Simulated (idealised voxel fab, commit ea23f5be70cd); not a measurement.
process module | voxel ribs on slabs
cross-section cut | 260 nm wide | cells 5 nm
A cross-section is a grid of square cells, given in bands from the top down. A band is one or more rows of cells.
Each band's line starts with the height of the band's top and of its bottom, in nm. Then come its materials from left to right, each with its width in nm. One material with "throughout" fills the band from edge to edge. "air" is empty space.
Height 0 is the level under which the wafer as received is all one material. The lowest band goes on downwards, as in "0 down".
A width such as "30 to 40" changes by the same amount from each row of cells to the next, from the band's top row to its bottom row.
"no change" after a step means that no cell of the cross-section changed.
closed voids: empty space of 8 cells or more with no open way to the top, each as width x height at its distance from the left edge, in nm
after a step's settings: what the simulator itself notes on the step
overlay nm, on a step with a mask: how far to the right of its planned place the mask lay; to the left if negative
plan
1 op RECEIVE | material Si
2 op DIRECTIONAL_DEP | material SiO2 | thk nm 30
3 op DIRECTIONAL_DEP | material SiN | thk nm 15
4 op PATTERN | tone cover | mask id RIB | material resist | width nm 20 | thk nm 15 | overlay nm 0
5 op DIRECTIONAL_ETCH | etch materials SiN | depth nm 10
6 op STRIP | etch materials resist
7 op PATTERN | tone cover | mask id SLAB | material resist | width nm 50 | thk nm 20 | overlay nm 0
8 op DIRECTIONAL_ETCH | etch materials SiN | depth nm 5
9 op STRIP | etch materials resist
10 op FILL_DEP | material SiO2 | thk nm 20
11 op CMP | height nm 60
12 op DIRECTIONAL_DEP | material W | thk nm 5
13 op PATTERN | tone cover | mask id HEATER | material resist | width nm 30 | thk nm 20 | overlay nm 0
14 op DIRECTIONAL_ETCH | etch materials W | depth nm 5
15 op STRIP | etch materials resist
16 op CONFORMAL_DEP | material SiN | thk nm 10
as received, after step 1
  0 down: Si throughout
  closed voids: none
first wafer at the end, as planned
  75 to 70: air 105 | SiN 50 | air 105
  70 to 65: SiN throughout
  65 to 60: SiN 115 | W 30 | SiN 115
  60 to 45: SiO2 throughout
  45 to 35: SiO2 120 | SiN 20 | SiO2 120
  35 to 30: SiO2 105 | SiN 50 | SiO2 105
  30 to 0: SiO2 throughout
  0 down: Si throughout
  closed voids: none
second wafer at the end: like start, like plan, one mistake
  75 to 70: air 105 | SiN 50 | air 105
  70 to 65: SiN throughout
  65 to 60: SiN 115 | W 30 | SiN 115
  60 to 55: SiO2 throughout
  55 to 45: SiO2 120 | SiN 20 | SiO2 120
  45 to 40: SiO2 105 | SiN 50 | SiO2 105
  40 to 0: SiO2 throughout
  0 down: Si throughout
  closed voids: none
what went wrong: step 2 ran as: op DIRECTIONAL_DEP | material SiO2 | thk nm 40
at the end the second wafer has, in cells: as many of each material as the first, in other places
